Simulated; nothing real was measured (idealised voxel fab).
Process module name: voxel ribs on slabs
Section cut is 255 nm wide and gridded with 5 nm square cells.
Square cells in a grid make up a cross-section in this document, and the grid is given as bands, listed from the top down, each one or more rows of cells. Within each band entry, the heights of the top and of the bottom of the band appear first, in that order and in nm; the materials of the band then follow from left to right, each with its corresponding width in nm. The designation "full width" on a single material indicates that it fills the band from edge to edge; the designation "empty" indicates empty space. Beneath 0, the wafer as received is one material, and that level is where height counting begins. The lowest band goes on downward without a bottom; it is written like "0 nm and below". The notation "30->40" denotes a width that varies across the rows of cells in the band, beginning at the first number in the top row, finishing at the second number in the bottom row, and changing by an identical amount from each row to the next. "changes: none" for a step: no cell of the cross-section changed in that step. Entry "Enclosed void catalog" = empty spaces >= 8 cells with no open way to the top; each as width x height at distance, distance from left edge, all nm. Step line, after settings: the simulator's comment on this step. "overlay nm", when on a step's line for a step with a mask, measures how far to the right of its planned place the mask lay; a negative measure means to the left.
-- Planned process steps
1. RECEIVE [material Si]
2. DIRECTIONAL_DEP [material SiO2] [thk nm 30]
3. DIRECTIONAL_DEP [material SiN] [thk nm 15]
4. MASKED_ETCH [tone cover] [mask id RIB] [width nm 20] [etch materials SiN] [depth nm 5] [overlay nm 0]
5. PATTERN [tone cover] [mask id SLAB] [material resist] [width nm 70] [thk nm 20] [overlay nm 0]
6. DIRECTIONAL_ETCH [etch materials SiN] [depth nm 10]
7. STRIP [etch materials resist]
8. FILL_DEP [material SiO2] [thk nm 25]
9. CMP [height nm 60]
10. DIRECTIONAL_DEP [material W] [thk nm 10]
11. DIRECTIONAL_DEP [material aC] [thk nm 15]
12. PATTERN [tone cover] [mask id HEATER] [material resist] [width nm 30] [thk nm 35] [overlay nm 0]
13. DIRECTIONAL_ETCH [etch materials aC] [depth nm 15]
14. STRIP [etch materials resist]
15. DIRECTIONAL_ETCH [etch materials W] [depth nm 10]
16. STRIP [etch materials aC]
17. CONFORMAL_DEP [material SiO2] [thk nm 5]
-- As-received wafer cross-section (after step 1)
    0 nm and below | Si full width
    Enclosed void catalog: none
-- Same starting wafer, same plan as above, one mistake in the execution; this is the cross-section at the end of the module
    75 nm to 70 nm | empty 105 nm / SiO2 40 nm / empty 110 nm
    70 nm to 65 nm | empty 105 nm / SiO2 5 nm / W 30 nm / SiO2 5 nm / empty 110 nm
    65 nm to 60 nm | SiO2 110 nm / W 30 nm / SiO2 115 nm
    60 nm to 55 nm | SiO2 115 nm / SiN 20 nm / SiO2 120 nm
    55 nm to 45 nm | SiO2 90 nm / SiN 70 nm / SiO2 95 nm
    45 nm to 30 nm | SiN full width
    30 nm to 0 nm | SiO2 full width
    0 nm and below | Si full width
    Enclosed void catalog: none
The plan and the run diverged here: heads up, step 3 of the plan got done twice
